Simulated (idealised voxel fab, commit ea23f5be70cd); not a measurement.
Title: Process Module voxel self aligned vias
The cross-section shown here is cut; it is 205 nm wide and divided into square cells measuring 5 nm on a side.
A cross-section is a grid of square cells, given in bands from the top down. A band is one or more rows of cells.
For a band, the entry starts with two heights in nm, that of the top and then that of the bottom, and carries on with the band's materials in order from left to right, each alongside its width in nm; the word "everywhere" beside a single material means it fills the band edge to edge, and "blank" means empty space.
Convention: height 0 is the level below which the wafer, as received, is all one material. The lowest band does not terminate at the bottom but continues downward, represented as "0 nm and below".
Read "30..40" as a graded width: first number on top, second number at the bottom, same change between each pair of neighbouring rows.
"nothing was modified" after a step means that no cell of the cross-section changed.
Empty spaces without an open route to the top, at least 8 cells in extent, make up the entry "Enclosed cavity list"; each is given as width x height at distance, where the distance is measured from the left edge, and all are in nm.
On a step's line, text after the settings is the simulator commenting on that step.
On any step carrying a mask, the "overlay nm" setting, if present on the step's line, tells how far right of its planned place the mask lay; negative values point to the left.

The planned process steps are enumerated hereunder:
1 RECEIVE,material Si
2 CONFORMAL_DEP,material SiO2,thk nm 10
3 CONFORMAL_DEP,material SiCN,thk nm 5
4 DIRECTIONAL_DEP,material lowk,thk nm 30
5 MASKED_ETCH,tone open,mask id LINES,width nm 20,pitch nm 50,etch materials lowk,depth nm 30,overlay nm 0
6 CONFORMAL_DEP,material TiN,thk nm 5
7 FILL_DEP,material W,thk nm 10
8 CMP,height nm 45
9 SELECTIVE_ETCH,etch materials W Ru TiN,depth nm 5
10 FILL_DEP,material SiN,thk nm 10
11 CMP,height nm 45
12 DIRECTIONAL_DEP,material lowk,thk nm 20
13 MASKED_ETCH,tone open,mask id VIAS,width nm 30,pitch nm 50,etch materials lowk,depth nm 20,overlay nm 0
14 MASKED_ETCH,tone open,mask id VIAS,width nm 30,pitch nm 50,etch materials SiN,depth nm 5,overlay nm 0
15 CONFORMAL_DEP,material TiN,thk nm 5
16 FILL_DEP,material Cu,thk nm 10
17 CMP,height nm 65
18 CONFORMAL_DEP,material SiN,thk nm 5

Wafer as received: cross-section following step 1:
    0 nm and below  Si everywhere
    Enclosed cavity list: none

The first of two wafers, cross-sectioned at the end of the module, with the run proceeding as planned:
    70 nm to 65 nm  SiN everywhere
    65 nm to 50 nm  lowk (60) | TiN (5) | Cu (20) | TiN (5) | lowk (20) | TiN (5) | Cu (20) | TiN (5) | lowk (65)
    50 nm to 45 nm  lowk (60) | TiN (10) | Cu (10) | TiN (10) | lowk (20) | TiN (10) | Cu (10) | TiN (10) | lowk (65)
    45 nm to 40 nm  lowk (65) | TiN (20) | lowk (30) | TiN (20) | lowk (70)
    40 nm to 20 nm  lowk (65) | TiN (5) | W (10) | TiN (5) | lowk (30) | TiN (5) | W (10) | TiN (5) | lowk (70)
    20 nm to 15 nm  lowk (65) | TiN (20) | lowk (30) | TiN (20) | lowk (70)
    15 nm to 10 nm  SiCN everywhere
    10 nm to 0 nm  SiO2 everywhere
    0 nm and below  Si everywhere
    Enclosed cavity list: none

End-of-module cross-section of the second wafer: identical starting point and process plan to the first, with one processing mistake:
    70 nm to 65 nm  SiN everywhere
    65 nm to 45 nm  lowk (65) | TiN (5) | Cu (10) | TiN (5) | lowk (30) | TiN (5) | Cu (10) | TiN (5) | lowk (70)
    45 nm to 40 nm  lowk (65) | TiN (20) | lowk (30) | TiN (20) | lowk (70)
    40 nm to 20 nm  lowk (65) | TiN (5) | W (10) | TiN (5) | lowk (30) | TiN (5) | W (10) | TiN (5) | lowk (70)
    20 nm to 15 nm  lowk (65) | TiN (20) | lowk (30) | TiN (20) | lowk (70)
    15 nm to 10 nm  SiCN everywhere
    10 nm to 0 nm  SiO2 everywhere
    0 nm and below  Si everywhere
    Enclosed cavity list: none
Where did the run depart from the plan? for step 13, the planned setting was not used; the step was instead run as MASKED_ETCH,tone open,mask id VIAS,width nm 20,pitch nm 50,etch materials lowk,depth nm 20,overlay nm 0
at the end the second wafer has, in cells: Cu: 12 fewer, TiN: 4 fewer, lowk: 16 more
